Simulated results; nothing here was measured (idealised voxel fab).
process module | voxel tone inversion
cross-section cut | 255 nm wide | cells 5 nm
A cross-section is a grid of square cells, given in bands from the top down. A band is one or more rows of cells.
Each band's line starts with the height of the band's top and of its bottom, in nm. Then come its materials from left to right, each with its width in nm. One material with "throughout" fills the band from edge to edge. "air" is empty space.
Height 0 is the level under which the wafer as received is all one material. The lowest band goes on downwards, as in "0 down".
A width such as "30 to 40" changes by the same amount from each row of cells to the next, from the band's top row to its bottom row.
"no change" after a step means that no cell of the cross-section changed.
closed voids: empty space of 8 cells or more with no open way to the top, each as width x height at its distance from the left edge, in nm
after a step's settings: what the simulator itself notes on the step
overlay nm, on a step with a mask: how far to the right of its planned place the mask lay; to the left if negative
Each pair below shows a cross-section before one step and the cross-section after it, down to the lowest band that changed. The line under each pair gives the step between them, with its settings. The pairs can come from different runs of this module on the same starting wafer, so a pair continues from the pair above only where its "before" says so.
before
  0 down: Si throughout
  closed voids: none
after
  5 to 0: SiN throughout
  below 0: unchanged
  closed voids: none
the step between: op CONFORMAL_DEP | material SiN | thk nm 5
before: the cross-section after the pair above
after
  25 to 5: aC throughout
  below 5: unchanged
  closed voids: none
the step between: op DIRECTIONAL_DEP | material aC | thk nm 20
before: the cross-section after the pair above
after
  55 to 25: air 80 | resist 20 | air 15 | resist 20 | air 15 | resist 20 | air 85
  below 25: unchanged
  closed voids: none
the step between: op PATTERN | tone cover | mask id POSTS | material resist | width nm 20 | pitch nm 35 | thk nm 30 | overlay nm 0
before: the cross-section after the pair above
after
  35 to 25: air 80 | resist 20 | air 15 | resist 20 | air 15 | resist 20 | air 85
  25 to 5: air 80 | aC 20 | air 15 | aC 20 | air 15 | aC 20 | air 85
  below 5: unchanged
  closed voids: none
the step between: op DIRECTIONAL_ETCH | etch materials aC | depth nm 20
before: the cross-section after the pair above
after
  25 to 5: air 80 | aC 20 | air 15 | aC 20 | air 15 | aC 20 | air 85
  below 5: unchanged
  closed voids: none
the step between: op STRIP | etch materials resist
before: the cross-section after the pair above
after
  30 to 25: SiO2 throughout
  25 to 5: SiO2 80 | aC 20 | SiO2 15 | aC 20 | SiO2 15 | aC 20 | SiO2 85
  below 5: unchanged
  closed voids: none
the step between: op FILL_DEP | material SiO2 | thk nm 5
before: the cross-section after the pair above
after
  25 to 5: SiO2 80 | aC 20 | SiO2 15 | aC 20 | SiO2 15 | aC 20 | SiO2 85
  below 5: unchanged
  closed voids: none
the step between: op CMP | height nm 25
before: the cross-section after the pair above
after
  25 to 5: SiO2 80 | air 20 | SiO2 15 | air 20 | SiO2 15 | air 20 | SiO2 85
  below 5: unchanged
  closed voids: none
the step between: op STRIP | etch materials aC
before: the cross-section after the pair above
after
  30 to 25: TiN 85 | air 10 | TiN 25 | air 10 | TiN 25 | air 10 | TiN 90
  25 to 10: SiO2 80 | TiN 5 | air 10 | TiN 5 | SiO2 15 | TiN 5 | air 10 | TiN 5 | SiO2 15 | TiN 5 | air 10 | TiN 5 | SiO2 85
  10 to 5: SiO2 80 | TiN 20 | SiO2 15 | TiN 20 | SiO2 15 | TiN 20 | SiO2 85
  below 5: unchanged
  closed voids: none
the step between: op CONFORMAL_DEP | material TiN | thk nm 5
before: the cross-section after the pair above
after
  35 to 30: W throughout
  30 to 25: TiN 85 | W 10 | TiN 25 | W 10 | TiN 25 | W 10 | TiN 90
  25 to 10: SiO2 80 | TiN 5 | W 10 | TiN 5 | SiO2 15 | TiN 5 | W 10 | TiN 5 | SiO2 15 | TiN 5 | W 10 | TiN 5 | SiO2 85
  below 10: unchanged
  closed voids: none
the step between: op FILL_DEP | material W | thk nm 5
before: the cross-section after the pair above
after
  25 to 10: SiO2 80 | TiN 5 | W 10 | TiN 5 | SiO2 15 | TiN 5 | W 10 | TiN 5 | SiO2 15 | TiN 5 | W 10 | TiN 5 | SiO2 85
  below 10: unchanged
  closed voids: none
the step between: op CMP | height nm 25
before: the cross-section after the pair above
after
  30 to 25: SiN throughout
  below 25: unchanged
  closed voids: none
the step between: op CONFORMAL_DEP | material SiN | thk nm 5
before
  0 down: Si throughout
  closed voids: none
after
  20 to 0: aC throughout
  below 0: unchanged
  closed voids: none
the step between: op DIRECTIONAL_DEP | material aC | thk nm 20
before: the cross-section after the pair above
after
  50 to 20: air 80 | resist 20 | air 15 | resist 20 | air 15 | resist 20 | air 85
  below 20: unchanged
  closed voids: none
the step between: op PATTERN | tone cover | mask id POSTS | material resist | width nm 20 | pitch nm 35 | thk nm 30 | overlay nm 0
before: the cross-section after the pair above
after
  30 to 20: air 80 | resist 20 | air 15 | resist 20 | air 15 | resist 20 | air 85
  20 to 0: air 80 | aC 20 | air 15 | aC 20 | air 15 | aC 20 | air 85
  below 0: unchanged
  closed voids: none
the step between: op DIRECTIONAL_ETCH | etch materials aC | depth nm 20
before: the cross-section after the pair above
after
  20 to 0: air 80 | aC 20 | air 15 | aC 20 | air 15 | aC 20 | air 85
  below 0: unchanged
  closed voids: none
the step between: op STRIP | etch materials resist
before: the cross-section after the pair above
after
  25 to 20: SiO2 throughout
  20 to 0: SiO2 80 | aC 20 | SiO2 15 | aC 20 | SiO2 15 | aC 20 | SiO2 85
  below 0: unchanged
  closed voids: none
the step between: op FILL_DEP | material SiO2 | thk nm 5
before: the cross-section after the pair above
after
  30 to 25: TiN throughout
  below 25: unchanged
  closed voids: none
the step between: op CONFORMAL_DEP | material TiN | thk nm 5
before: the cross-section after the pair above
after
  35 to 30: W throughout
  below 30: unchanged
  closed voids: none
the step between: op FILL_DEP | material W | thk nm 5
before: the cross-section after the pair above
after
  25 to 20: SiO2 throughout
  below 20: unchanged
  closed voids: none
the step between: op CMP | height nm 25
before: the cross-section after the pair above
after
  30 to 25: SiN throughout
  below 25: unchanged
  closed voids: none
the step between: op CONFORMAL_DEP | material SiN | thk nm 5
before
  20 to 0: aC throughout
  0 down: Si throughout
  closed voids: none
after
  25 to 20: SiN throughout
  below 20: unchanged
  closed voids: none
the step between: op CONFORMAL_DEP | material SiN | thk nm 5
before: the cross-section after the pair above
after
  55 to 25: air 80 | resist 20 | air 15 | resist 20 | air 15 | resist 20 | air 85
  below 25: unchanged
  closed voids: none
the step between: op PATTERN | tone cover | mask id POSTS | material resist | width nm 20 | pitch nm 35 | thk nm 30 | overlay nm 0
before: the cross-section after the pair above
after
  35 to 25: air 80 | resist 20 | air 15 | resist 20 | air 15 | resist 20 | air 85
  below 25: unchanged
  closed voids: none
the step between: op DIRECTIONAL_ETCH | etch materials aC | depth nm 20
before: the cross-section after the pair above
after
  25 to 20: SiN throughout
  below 20: unchanged
  closed voids: none
the step between: op STRIP | etch materials resist
before: the cross-section after the pair above
after
  30 to 25: SiO2 throughout
  below 25: unchanged
  closed voids: none
the step between: op FILL_DEP | material SiO2 | thk nm 5
before: the cross-section after the pair above
after
  25 to 20: SiN throughout
  below 20: unchanged
  closed voids: none
the step between: op CMP | height nm 25
before: the cross-section after the pair above
after
  30 to 25: TiN throughout
  below 25: unchanged
  closed voids: none
the step between: op CONFORMAL_DEP | material TiN | thk nm 5
before: the cross-section after the pair above
after
  35 to 30: W throughout
  below 30: unchanged
  closed voids: none
the step between: op FILL_DEP | material W | thk nm 5
before: the cross-section after the pair above
after
  25 to 20: SiN throughout
  below 20: unchanged
  closed voids: none
the step between: op CMP | height nm 25
before: the cross-section after the pair above
after
  30 to 20: SiN throughout
  below 20: unchanged
  closed voids: none
the step between: op CONFORMAL_DEP | material SiN | thk nm 5
before
  30 to 25: SiO2 throughout
  25 to 5: SiO2 80 | aC 20 | SiO2 15 | aC 20 | SiO2 15 | aC 20 | SiO2 85
  5 to 0: SiN throughout
  0 down: Si throughout
  closed voids: none
after
  20 to 5: SiO2 80 | aC 20 | SiO2 15 | aC 20 | SiO2 15 | aC 20 | SiO2 85
  below 5: unchanged
  closed voids: none
the step between: op CMP | height nm 20
before: the cross-section after the pair above
after
  20 to 5: SiO2 80 | air 20 | SiO2 15 | air 20 | SiO2 15 | air 20 | SiO2 85
  below 5: unchanged
  closed voids: none
the step between: op STRIP | etch materials aC
before: the cross-section after the pair above
after
  25 to 20: TiN 85 | air 10 | TiN 25 | air 10 | TiN 25 | air 10 | TiN 90
  20 to 10: SiO2 80 | TiN 5 | air 10 | TiN 5 | SiO2 15 | TiN 5 | air 10 | TiN 5 | SiO2 15 | TiN 5 | air 10 | TiN 5 | SiO2 85
  10 to 5: SiO2 80 | TiN 20 | SiO2 15 | TiN 20 | SiO2 15 | TiN 20 | SiO2 85
  below 5: unchanged
  closed voids: none
the step between: op CONFORMAL_DEP | material TiN | thk nm 5
before: the cross-section after the pair above
after
  30 to 25: W throughout
  25 to 20: TiN 85 | W 10 | TiN 25 | W 10 | TiN 25 | W 10 | TiN 90
  20 to 10: SiO2 80 | TiN 5 | W 10 | TiN 5 | SiO2 15 | TiN 5 | W 10 | TiN 5 | SiO2 15 | TiN 5 | W 10 | TiN 5 | SiO2 85
  below 10: unchanged
  closed voids: none
the step between: op FILL_DEP | material W | thk nm 5
before: the cross-section after the pair above
after
  25 to 20: TiN 85 | W 10 | TiN 25 | W 10 | TiN 25 | W 10 | TiN 90
  below 20: unchanged
  closed voids: none
the step between: op CMP | height nm 25
before: the cross-section after the pair above
after
  30 to 25: SiN throughout
  below 25: unchanged
  closed voids: none
the step between: op CONFORMAL_DEP | material SiN | thk nm 5
before
  25 to 5: aC throughout
  5 to 0: SiN throughout
  0 down: Si throughout
  closed voids: none
after
  55 to 25: air 85 | resist 15 | air 20 | resist 15 | air 20 | resist 15 | air 85
  below 25: unchanged
  closed voids: none
the step between: op PATTERN | tone cover | mask id POSTS | material resist | width nm 15 | pitch nm 35 | thk nm 30 | overlay nm 0
before: the cross-section after the pair above
after
  35 to 25: air 85 | resist 15 | air 20 | resist 15 | air 20 | resist 15 | air 85
  25 to 5: air 85 | aC 15 | air 20 | aC 15 | air 20 | aC 15 | air 85
  below 5: unchanged
  closed voids: none
the step between: op DIRECTIONAL_ETCH | etch materials aC | depth nm 20
before: the cross-section after the pair above
after
  25 to 5: air 85 | aC 15 | air 20 | aC 15 | air 20 | aC 15 | air 85
  below 5: unchanged
  closed voids: none
the step between: op STRIP | etch materials resist
before: the cross-section after the pair above
after
  30 to 25: SiO2 throughout
  25 to 5: SiO2 85 | aC 15 | SiO2 20 | aC 15 | SiO2 20 | aC 15 | SiO2 85
  below 5: unchanged
  closed voids: none
the step between: op FILL_DEP | material SiO2 | thk nm 5
before: the cross-section after the pair above
after
  25 to 5: SiO2 85 | aC 15 | SiO2 20 | aC 15 | SiO2 20 | aC 15 | SiO2 85
  below 5: unchanged
  closed voids: none
the step between: op CMP | height nm 25
before: the cross-section after the pair above
after
  25 to 5: SiO2 85 | air 15 | SiO2 20 | air 15 | SiO2 20 | air 15 | SiO2 85
  below 5: unchanged
  closed voids: none
the step between: op STRIP | etch materials aC
before: the cross-section after the pair above
after
  30 to 25: TiN 90 | air 5 | TiN 30 | air 5 | TiN 30 | air 5 | TiN 90
  25 to 10: SiO2 85 | TiN 5 | air 5 | TiN 5 | SiO2 20 | TiN 5 | air 5 | TiN 5 | SiO2 20 | TiN 5 | air 5 | TiN 5 | SiO2 85
  10 to 5: SiO2 85 | TiN 15 | SiO2 20 | TiN 15 | SiO2 20 | TiN 15 | SiO2 85
  below 5: unchanged
  closed voids: none
the step between: op CONFORMAL_DEP | material TiN | thk nm 5
before: the cross-section after the pair above
after
  35 to 30: W throughout
  30 to 25: TiN 90 | W 5 | TiN 30 | W 5 | TiN 30 | W 5 | TiN 90
  25 to 10: SiO2 85 | TiN 5 | W 5 | TiN 5 | SiO2 20 | TiN 5 | W 5 | TiN 5 | SiO2 20 | TiN 5 | W 5 | TiN 5 | SiO2 85
  below 10: unchanged
  closed voids: none
the step between: op FILL_DEP | material W | thk nm 5
before: the cross-section after the pair above
after
  25 to 10: SiO2 85 | TiN 5 | W 5 | TiN 5 | SiO2 20 | TiN 5 | W 5 | TiN 5 | SiO2 20 | TiN 5 | W 5 | TiN 5 | SiO2 85
  below 10: unchanged
  closed voids: none
the step between: op CMP | height nm 25
before: the cross-section after the pair above
after
  30 to 25: SiN throughout
  below 25: unchanged
  closed voids: none
the step between: op CONFORMAL_DEP | material SiN | thk nm 5
before
  25 to 5: aC throughout
  5 to 0: SiN throughout
  0 down: Si throughout
  closed voids: none
after
  55 to 25: air 75 | resist 20 | air 15 | resist 20 | air 15 | resist 20 | air 90
  below 25: unchanged
  closed voids: none
the step between: op PATTERN | tone cover | mask id POSTS | material resist | width nm 20 | pitch nm 35 | thk nm 30 | overlay nm -5
before: the cross-section after the pair above
after
  35 to 25: air 75 | resist 20 | air 15 | resist 20 | air 15 | resist 20 | air 90
  25 to 5: air 75 | aC 20 | air 15 | aC 20 | air 15 | aC 20 | air 90
  below 5: unchanged
  closed voids: none
the step between: op DIRECTIONAL_ETCH | etch materials aC | depth nm 20
before: the cross-section after the pair above
after
  25 to 5: air 75 | aC 20 | air 15 | aC 20 | air 15 | aC 20 | air 90
  below 5: unchanged
  closed voids: none
the step between: op STRIP | etch materials resist
before: the cross-section after the pair above
after
  30 to 25: SiO2 throughout
  25 to 5: SiO2 75 | aC 20 | SiO2 15 | aC 20 | SiO2 15 | aC 20 | SiO2 90
  below 5: unchanged
  closed voids: none
the step between: op FILL_DEP | material SiO2 | thk nm 5
before: the cross-section after the pair above
after
  25 to 5: SiO2 75 | aC 20 | SiO2 15 | aC 20 | SiO2 15 | aC 20 | SiO2 90
  below 5: unchanged
  closed voids: none
the step between: op CMP | height nm 25
before: the cross-section after the pair above
after
  25 to 5: SiO2 75 | air 20 | SiO2 15 | air 20 | SiO2 15 | air 20 | SiO2 90
  below 5: unchanged
  closed voids: none
the step between: op STRIP | etch materials aC
before: the cross-section after the pair above
after
  30 to 25: TiN 80 | air 10 | TiN 25 | air 10 | TiN 25 | air 10 | TiN 95
  25 to 10: SiO2 75 | TiN 5 | air 10 | TiN 5 | SiO2 15 | TiN 5 | air 10 | TiN 5 | SiO2 15 | TiN 5 | air 10 | TiN 5 | SiO2 90
  10 to 5: SiO2 75 | TiN 20 | SiO2 15 | TiN 20 | SiO2 15 | TiN 20 | SiO2 90
  below 5: unchanged
  closed voids: none
the step between: op CONFORMAL_DEP | material TiN | thk nm 5
before: the cross-section after the pair above
after
  35 to 30: W throughout
  30 to 25: TiN 80 | W 10 | TiN 25 | W 10 | TiN 25 | W 10 | TiN 95
  25 to 10: SiO2 75 | TiN 5 | W 10 | TiN 5 | SiO2 15 | TiN 5 | W 10 | TiN 5 | SiO2 15 | TiN 5 | W 10 | TiN 5 | SiO2 90
  below 10: unchanged
  closed voids: none
the step between: op FILL_DEP | material W | thk nm 5
before: the cross-section after the pair above
after
  25 to 10: SiO2 75 | TiN 5 | W 10 | TiN 5 | SiO2 15 | TiN 5 | W 10 | TiN 5 | SiO2 15 | TiN 5 | W 10 | TiN 5 | SiO2 90
  below 10: unchanged
  closed voids: none
the step between: op CMP | height nm 25
before: the cross-section after the pair above
after
  30 to 25: SiN throughout
  below 25: unchanged
  closed voids: none
the step between: op CONFORMAL_DEP | material SiN | thk nm 5
before
  5 to 0: SiN throughout
  0 down: Si throughout
  closed voids: none
after
  25 to 0: SiN throughout
  below 0: unchanged
  closed voids: none
the step between: op DIRECTIONAL_DEP | material SiN | thk nm 20
before: the cross-section after the pair above
after
  55 to 25: air 80 | resist 20 | air 15 | resist 20 | air 15 | resist 20 | air 85
  below 25: unchanged
  closed voids: none
the step between: op PATTERN | tone cover | mask id POSTS | material resist | width nm 20 | pitch nm 35 | thk nm 30 | overlay nm 0
before: the cross-section after the pair above
after
  35 to 25: air 80 | resist 20 | air 15 | resist 20 | air 15 | resist 20 | air 85
  below 25: unchanged
  closed voids: none
the step between: op DIRECTIONAL_ETCH | etch materials aC | depth nm 20
before: the cross-section after the pair above
after
  25 to 0: SiN throughout
  below 0: unchanged
  closed voids: none
the step between: op STRIP | etch materials resist
before: the cross-section after the pair above
after
  30 to 25: SiO2 throughout
  below 25: unchanged
  closed voids: none
the step between: op FILL_DEP | material SiO2 | thk nm 5
before: the cross-section after the pair above
after
  25 to 0: SiN throughout
  below 0: unchanged
  closed voids: none
the step between: op CMP | height nm 25
before: the cross-section after the pair above
after
  30 to 25: TiN throughout
  below 25: unchanged
  closed voids: none
the step between: op CONFORMAL_DEP | material TiN | thk nm 5
before: the cross-section after the pair above
after
  35 to 30: W throughout
  below 30: unchanged
  closed voids: none
the step between: op FILL_DEP | material W | thk nm 5
before: the cross-section after the pair above
after
  25 to 0: SiN throughout
  below 0: unchanged
  closed voids: none
the step between: op CMP | height nm 25
before: the cross-section after the pair above
after
  30 to 0: SiN throughout
  below 0: unchanged
  closed voids: none
the step between: op CONFORMAL_DEP | material SiN | thk nm 5
before
  25 to 5: aC throughout
  5 to 0: SiN throughout
  0 down: Si throughout
  closed voids: none
after
  55 to 25: resist 80 | air 20 | resist 15 | air 20 | resist 15 | air 20 | resist 85
  below 25: unchanged
  closed voids: none
the step between: op PATTERN | tone open | mask id POSTS | material resist | width nm 20 | pitch nm 35 | thk nm 30 | overlay nm 0
before: the cross-section after the pair above
after
  35 to 25: resist 80 | air 20 | resist 15 | air 20 | resist 15 | air 20 | resist 85
  25 to 5: aC 80 | air 20 | aC 15 | air 20 | aC 15 | air 20 | aC 85
  below 5: unchanged
  closed voids: none
the step between: op DIRECTIONAL_ETCH | etch materials aC | depth nm 20
before: the cross-section after the pair above
after
  25 to 5: aC 80 | air 20 | aC 15 | air 20 | aC 15 | air 20 | aC 85
  below 5: unchanged
  closed voids: none
the step between: op STRIP | etch materials resist
before: the cross-section after the pair above
after
  30 to 25: SiO2 throughout
  25 to 5: aC 80 | SiO2 20 | aC 15 | SiO2 20 | aC 15 | SiO2 20 | aC 85
  below 5: unchanged
  closed voids: none
the step between: op FILL_DEP | material SiO2 | thk nm 5
before: the cross-section after the pair above
after
  25 to 5: aC 80 | SiO2 20 | aC 15 | SiO2 20 | aC 15 | SiO2 20 | aC 85
  below 5: unchanged
  closed voids: none
the step between: op CMP | height nm 25
before: the cross-section after the pair above
after
  25 to 5: air 80 | SiO2 20 | air 15 | SiO2 20 | air 15 | SiO2 20 | air 85
  below 5: unchanged
  closed voids: none
the step between: op STRIP | etch materials aC
before: the cross-section after the pair above
after
  30 to 25: air 75 | TiN 30 | air 5 | TiN 30 | air 5 | TiN 30 | air 80
  25 to 10: air 75 | TiN 5 | SiO2 20 | TiN 5 | air 5 | TiN 5 | SiO2 20 | TiN 5 | air 5 | TiN 5 | SiO2 20 | TiN 5 | air 80
  10 to 5: TiN 80 | SiO2 20 | TiN 15 | SiO2 20 | TiN 15 | SiO2 20 | TiN 85
  below 5: unchanged
  closed voids: none
the step between: op CONFORMAL_DEP | material TiN | thk nm 5
before: the cross-section after the pair above
after
  35 to 30: W throughout
  30 to 25: W 75 | TiN 30 | W 5 | TiN 30 | W 5 | TiN 30 | W 80
  25 to 10: W 75 | TiN 5 | SiO2 20 | TiN 5 | W 5 | TiN 5 | SiO2 20 | TiN 5 | W 5 | TiN 5 | SiO2 20 | TiN 5 | W 80
  below 10: unchanged
  closed voids: none
the step between: op FILL_DEP | material W | thk nm 5
before: the cross-section after the pair above
after
  25 to 10: W 75 | TiN 5 | SiO2 20 | TiN 5 | W 5 | TiN 5 | SiO2 20 | TiN 5 | W 5 | TiN 5 | SiO2 20 | TiN 5 | W 80
  below 10: unchanged
  closed voids: none
the step between: op CMP | height nm 25
before: the cross-section after the pair above
after
  30 to 25: SiN throughout
  below 25: unchanged
  closed voids: none
the step between: op CONFORMAL_DEP | material SiN | thk nm 5
